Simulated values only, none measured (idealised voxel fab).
Module name: voxel wiring stack (process module)
Each square cell in cross-section cut measures 5 nm, and the section as a whole is 280 nm wide.
In this document a cross-section is written as a grid of square cells. It is given as a series of bands, listed from the top down, and a band is one or more rows of cells.
Quick guide to a band line: top height, bottom height (nm) up front; then every material left to right with its width in nm. Only one material and it's marked "all across"? Then it fills the band edge to edge. And "empty" just means empty space.
Below 0: as-received wafer, all one material; heights counted from there. Lowest band: no bottom, goes on down, written "0 -> down".
Width "30 to 40": first value at the band's top row of cells, second value at its bottom row, equal change from row to row.
The cross-section has no changed cell in any step marked "no alterations made".
Under "closed voids" you'll find the enclosed gaps, the ones with no way out to the top, that are 8 cells or bigger; each reads width x height at distance, with distance counted from the left edge, everything in nm.
Note: text after step settings on the step line = simulator remark on that step.
"overlay nm", when on a step's line for a step with a mask, measures how far to the right of its planned place the mask lay; a negative measure means to the left.

plan:
1) RECEIVE with material Si
2) CONFORMAL_DEP with material SiO2, thk nm 10
3) DIRECTIONAL_DEP with material TiN, thk nm 5
4) DIRECTIONAL_DEP with material W, thk nm 15
5) PATTERN with tone cover, mask id METAL_1, material resist, width nm 30, pitch nm 55, thk nm 15, overlay nm 0
6) DIRECTIONAL_ETCH with etch materials W, depth nm 15
7) DIRECTIONAL_ETCH with etch materials TiN, depth nm 5
8) STRIP with etch materials resist
9) FILL_DEP with material SiO2, thk nm 10
10) CMP with height nm 30
11) CONFORMAL_DEP with material SiCN, thk nm 5
12) DIRECTIONAL_DEP with material lowk, thk nm 20
13) PATTERN with tone open, mask id PLUG_1, material resist, width nm 15, pitch nm 55, thk nm 15, overlay nm 0
14) DIRECTIONAL_ETCH with etch materials lowk, depth nm 20
15) DIRECTIONAL_ETCH with etch materials SiCN, depth nm 5
16) STRIP with etch materials resist
17) CONFORMAL_DEP with material TiN, thk nm 5
18) FILL_DEP with material Ru, thk nm 5
19) CMP with height nm 55
20) DIRECTIONAL_DEP with material TiN, thk nm 5
21) DIRECTIONAL_DEP with material Ru, thk nm 15
22) PATTERN with tone cover, mask id METAL_2, material resist, width nm 30, pitch nm 55, thk nm 20, overlay nm 0
23) DIRECTIONAL_ETCH with etch materials Ru, depth nm 15
24) DIRECTIONAL_ETCH with etch materials TiN, depth nm 5
25) STRIP with etch materials resist
26) CONFORMAL_DEP with material SiCN, thk nm 5
27) FILL_DEP with material SiO2, thk nm 5
28) CMP with height nm 75
29) CONFORMAL_DEP with material SiN, thk nm 5

Cross-section of the wafer as it came to us, i.e., already through step 1:
* 0 -> down = Si all across
* closed voids: none

First of two wafers at the end of the module, shown in cross-section; run carried out as planned:
* 80 -> 75 = SiN all across
* 75 -> 60 = SiO2 90  SiCN 5  Ru 30  SiCN 5  SiO2 15  SiCN 5  Ru 30  SiCN 5  SiO2 95
* 60 -> 55 = SiCN 95  TiN 30  SiCN 25  TiN 30  SiCN 100
* 55 -> 35 = lowk 95  TiN 5  Ru 5  TiN 5  lowk 40  TiN 5  Ru 5  TiN 5  lowk 115
* 35 -> 30 = SiCN 95  TiN 15  SiCN 40  TiN 15  SiCN 115
* 30 -> 15 = SiO2 95  W 30  SiO2 25  W 30  SiO2 100
* 15 -> 10 = SiO2 95  TiN 30  SiO2 25  TiN 30  SiO2 100
* 10 -> 0 = SiO2 all across
* 0 -> down = Si all across
* closed voids: none

Wafer two, sectioned after the module: the first wafer's start, the first wafer's plan, and one mistake in how it was run:
* 75 -> 70 = SiN all across
* 70 -> 60 = SiO2 90  SiCN 5  Ru 30  SiCN 5  SiO2 15  SiCN 5  Ru 30  SiCN 5  SiO2 95
* 60 -> 55 = SiCN 95  TiN 30  SiCN 25  TiN 30  SiCN 100
* 55 -> 35 = lowk 95  TiN 5  Ru 5  TiN 5  lowk 40  TiN 5  Ru 5  TiN 5  lowk 115
* 35 -> 30 = SiCN 95  TiN 15  SiCN 40  TiN 15  SiCN 115
* 30 -> 15 = SiO2 95  W 30  SiO2 25  W 30  SiO2 100
* 15 -> 10 = SiO2 95  TiN 30  SiO2 25  TiN 30  SiO2 100
* 10 -> 0 = SiO2 all across
* 0 -> down = Si all across
* closed voids: none
What went wrong in running the wafer? heads up, step 28 didn't go per plan, it actually ran as CMP with height nm 70
End of process, cell counts, second wafer against first, materials with more or fewer: Ru -12 | SiCN -4 | SiO2 -40
